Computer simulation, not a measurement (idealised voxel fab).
Module name: voxel air gaps (process module)
The cross-section shown here is cut; it is 185 nm wide and divided into square cells measuring 5 nm on a side.
Cross-section format: a grid of square cells, given as bands from top to bottom; each band is one or more rows of cells. The band entry comprises the height of the band's top followed by the height of its bottom, expressed in nm, and subsequently the band's materials from left to right, each stated together with its width in nm. Where a single material is marked with the word "all across", that material fills the band from edge to edge. The word "blank" represents empty space. Heights are measured from 0, the level below which the as-received wafer is all one material; the lowest band has no bottom and continues downward, written as in "from 0 down". A width given as "30->40" starts at the first number in the band's top row and ends at the second number in its bottom row, shifting by an equal amount at every step from row to row. A step reported as "remained unchanged" is a step in which no cell of the cross-section changed. If an empty space has no open way to the top and is at least 8 cells in size, "Sealed void inventory" lists it, written width x height at distance, where distance is measured from the left edge and every value is in nm. That trailing text on a step's line, after the settings, is the simulator's own remark on the step. Each step line may optionally specify "overlay nm", which for a step with a mask gives the rightward distance between the mask's planned place and where it lay, a negative value indicating the leftward direction.
The following list gives the planned process steps
1 RECEIVE, material Si
2 CONFORMAL_DEP, material SiO2, thk nm 10
3 CONFORMAL_DEP, material SiN, thk nm 5
4 DIRECTIONAL_DEP, material lowk, thk nm 30
5 PATTERN, tone open, mask id LINES, material resist, width nm 20, pitch nm 45, thk nm 15, overlay nm 0
6 DIRECTIONAL_ETCH, etch materials lowk, depth nm 30
7 STRIP, etch materials resist
8 CONFORMAL_DEP, material TiN, thk nm 5
9 FILL_DEP, material W, thk nm 10
10 CMP, height nm 45
11 EPI, material Ru, thk nm 10
12 SELECTIVE_ETCH, etch materials lowk, depth nm 40
13 CONFORMAL_DEP, material SiN, thk nm 5
The following pertains to the first of two wafers, which was processed as planned
As received, after step 1
- from 0 down | Si all across
- Sealed void inventory: none
Take a look at the wafer's cross-section after step 2
- from 10 to 0 | SiO2 all across
- Below 0, no change.
Take a look at the wafer's cross-section after step 3
- from 15 to 10 | SiN all across
- Below 10, no change.
Take a look at the wafer's cross-section after step 4
- from 45 to 15 | lowk all across
- Below 15, no change.
Take a look at the wafer's cross-section after step 5
- from 60 to 45 | 35 nm resist / 20 nm blank / 25 nm resist / 20 nm blank / 25 nm resist / 20 nm blank / 40 nm resist
- Below 45, no change.
Take a look at the wafer's cross-section after step 6
- from 60 to 45 | 35 nm resist / 20 nm blank / 25 nm resist / 20 nm blank / 25 nm resist / 20 nm blank / 40 nm resist
- from 45 to 15 | 35 nm lowk / 20 nm blank / 25 nm lowk / 20 nm blank / 25 nm lowk / 20 nm blank / 40 nm lowk
- Below 15, no change.
Take a look at the wafer's cross-section after step 7
- from 45 to 15 | 35 nm lowk / 20 nm blank / 25 nm lowk / 20 nm blank / 25 nm lowk / 20 nm blank / 40 nm lowk
- Below 15, no change.
Take a look at the wafer's cross-section after step 8
- from 50 to 45 | 40 nm TiN / 10 nm blank / 35 nm TiN / 10 nm blank / 35 nm TiN / 10 nm blank / 45 nm TiN
- from 45 to 20 | 35 nm lowk / 5 nm TiN / 10 nm blank / 5 nm TiN / 25 nm lowk / 5 nm TiN / 10 nm blank / 5 nm TiN / 25 nm lowk / 5 nm TiN / 10 nm blank / 5 nm TiN / 40 nm lowk
- from 20 to 15 | 35 nm lowk / 20 nm TiN / 25 nm lowk / 20 nm TiN / 25 nm lowk / 20 nm TiN / 40 nm lowk
- Below 15, no change.
Take a look at the wafer's cross-section after step 9
- from 60 to 50 | W all across
- from 50 to 45 | 40 nm TiN / 10 nm W / 35 nm TiN / 10 nm W / 35 nm TiN / 10 nm W / 45 nm TiN
- from 45 to 20 | 35 nm lowk / 5 nm TiN / 10 nm W / 5 nm TiN / 25 nm lowk / 5 nm TiN / 10 nm W / 5 nm TiN / 25 nm lowk / 5 nm TiN / 10 nm W / 5 nm TiN / 40 nm lowk
- Below 20, no change.
Take a look at the wafer's cross-section after step 10
- from 45 to 20 | 35 nm lowk / 5 nm TiN / 10 nm W / 5 nm TiN / 25 nm lowk / 5 nm TiN / 10 nm W / 5 nm TiN / 25 nm lowk / 5 nm TiN / 10 nm W / 5 nm TiN / 40 nm lowk
- Below 20, no change.
Take a look at the wafer's cross-section after step 11
- from 55 to 45 | 25 nm blank / 40 nm Ru / 5 nm blank / 40 nm Ru / 5 nm blank / 40 nm Ru / 30 nm blank
- Below 45, no change.
Take a look at the wafer's cross-section after step 12
- from 55 to 45 | 25 nm blank / 40 nm Ru / 5 nm blank / 40 nm Ru / 5 nm blank / 40 nm Ru / 30 nm blank
- from 45 to 20 | 35 nm blank / 5 nm TiN / 10 nm W / 5 nm TiN / 25 nm blank / 5 nm TiN / 10 nm W / 5 nm TiN / 25 nm blank / 5 nm TiN / 10 nm W / 5 nm TiN / 40 nm blank
- from 20 to 15 | 35 nm blank / 20 nm TiN / 25 nm blank / 20 nm TiN / 25 nm blank / 20 nm TiN / 40 nm blank
- Below 15, no change.
Take a look at the wafer's cross-section after step 13
- from 60 to 55 | 20 nm blank / 140 nm SiN / 25 nm blank
- from 55 to 45 | 20 nm blank / 5 nm SiN / 40 nm Ru / 5 nm SiN / 40 nm Ru / 5 nm SiN / 40 nm Ru / 5 nm SiN / 25 nm blank
- from 45 to 40 | 20 nm blank / 15 nm SiN / 5 nm TiN / 10 nm W / 5 nm TiN / 25 nm SiN / 5 nm TiN / 10 nm W / 5 nm TiN / 25 nm SiN / 5 nm TiN / 10 nm W / 5 nm TiN / 15 nm SiN / 25 nm blank
- from 40 to 20 | 30 nm blank / 5 nm SiN / 5 nm TiN / 10 nm W / 5 nm TiN / 5 nm SiN / 15 nm blank / 5 nm SiN / 5 nm TiN / 10 nm W / 5 nm TiN / 5 nm SiN / 15 nm blank / 5 nm SiN / 5 nm TiN / 10 nm W / 5 nm TiN / 5 nm SiN / 35 nm blank
- from 20 to 15 | 35 nm SiN / 20 nm TiN / 25 nm SiN / 20 nm TiN / 25 nm SiN / 20 nm TiN / 40 nm SiN
- Below 15, no change.
- Sealed void inventory: 15 x 20 at 60; 15 x 20 at 105
The second wafer was prepared from the same starting point and under the same plan as the first; its processing contained one mistake, and it remains indistinguishable from the first wafer up to and including step 3
Second wafer: cross-section at the scheduled end of step 4
- from 35 to 15 | lowk all across
- Below 15, no change.
Second wafer: cross-section at the scheduled end of step 5
- from 50 to 35 | 35 nm resist / 20 nm blank / 25 nm resist / 20 nm blank / 25 nm resist / 20 nm blank / 40 nm resist
- Below 35, no change.
Second wafer: cross-section at the scheduled end of step 6
- from 50 to 35 | 35 nm resist / 20 nm blank / 25 nm resist / 20 nm blank / 25 nm resist / 20 nm blank / 40 nm resist
- from 35 to 15 | 35 nm lowk / 20 nm blank / 25 nm lowk / 20 nm blank / 25 nm lowk / 20 nm blank / 40 nm lowk
- Below 15, no change.
Second wafer: cross-section at the scheduled end of step 7
- from 35 to 15 | 35 nm lowk / 20 nm blank / 25 nm lowk / 20 nm blank / 25 nm lowk / 20 nm blank / 40 nm lowk
- Below 15, no change.
Second wafer: cross-section at the scheduled end of step 8
- from 40 to 35 | 40 nm TiN / 10 nm blank / 35 nm TiN / 10 nm blank / 35 nm TiN / 10 nm blank / 45 nm TiN
- from 35 to 20 | 35 nm lowk / 5 nm TiN / 10 nm blank / 5 nm TiN / 25 nm lowk / 5 nm TiN / 10 nm blank / 5 nm TiN / 25 nm lowk / 5 nm TiN / 10 nm blank / 5 nm TiN / 40 nm lowk
- from 20 to 15 | 35 nm lowk / 20 nm TiN / 25 nm lowk / 20 nm TiN / 25 nm lowk / 20 nm TiN / 40 nm lowk
- Below 15, no change.
Second wafer: cross-section at the scheduled end of step 9
- from 50 to 40 | W all across
- from 40 to 35 | 40 nm TiN / 10 nm W / 35 nm TiN / 10 nm W / 35 nm TiN / 10 nm W / 45 nm TiN
- from 35 to 20 | 35 nm lowk / 5 nm TiN / 10 nm W / 5 nm TiN / 25 nm lowk / 5 nm TiN / 10 nm W / 5 nm TiN / 25 nm lowk / 5 nm TiN / 10 nm W / 5 nm TiN / 40 nm lowk
- Below 20, no change.
Second wafer: cross-section at the scheduled end of step 10
- from 45 to 40 | W all across
- Below 40, no change.
Second wafer: cross-section at the scheduled end of step 11
- from 55 to 45 | Ru all across
- Below 45, no change.
Second wafer: cross-section at the scheduled end of step 12: remained unchanged
Second wafer: cross-section at the scheduled end of step 13
- from 60 to 55 | SiN all across
- Below 55, no change.
what went wrong: heads up, step 4 didn't go per plan, it actually ran as DIRECTIONAL_DEP, material lowk, thk nm 20
It is noted that, at the conclusion of processing, the second wafer exhibits a higher or lower cell count for certain materials relative to the first: 26 more of Ru | 64 fewer of SiN | 19 more of TiN | 31 more of W | 100 more of lowk
Upon completion, the first wafer exhibits 2 closed voids and the second wafer exhibits 0.
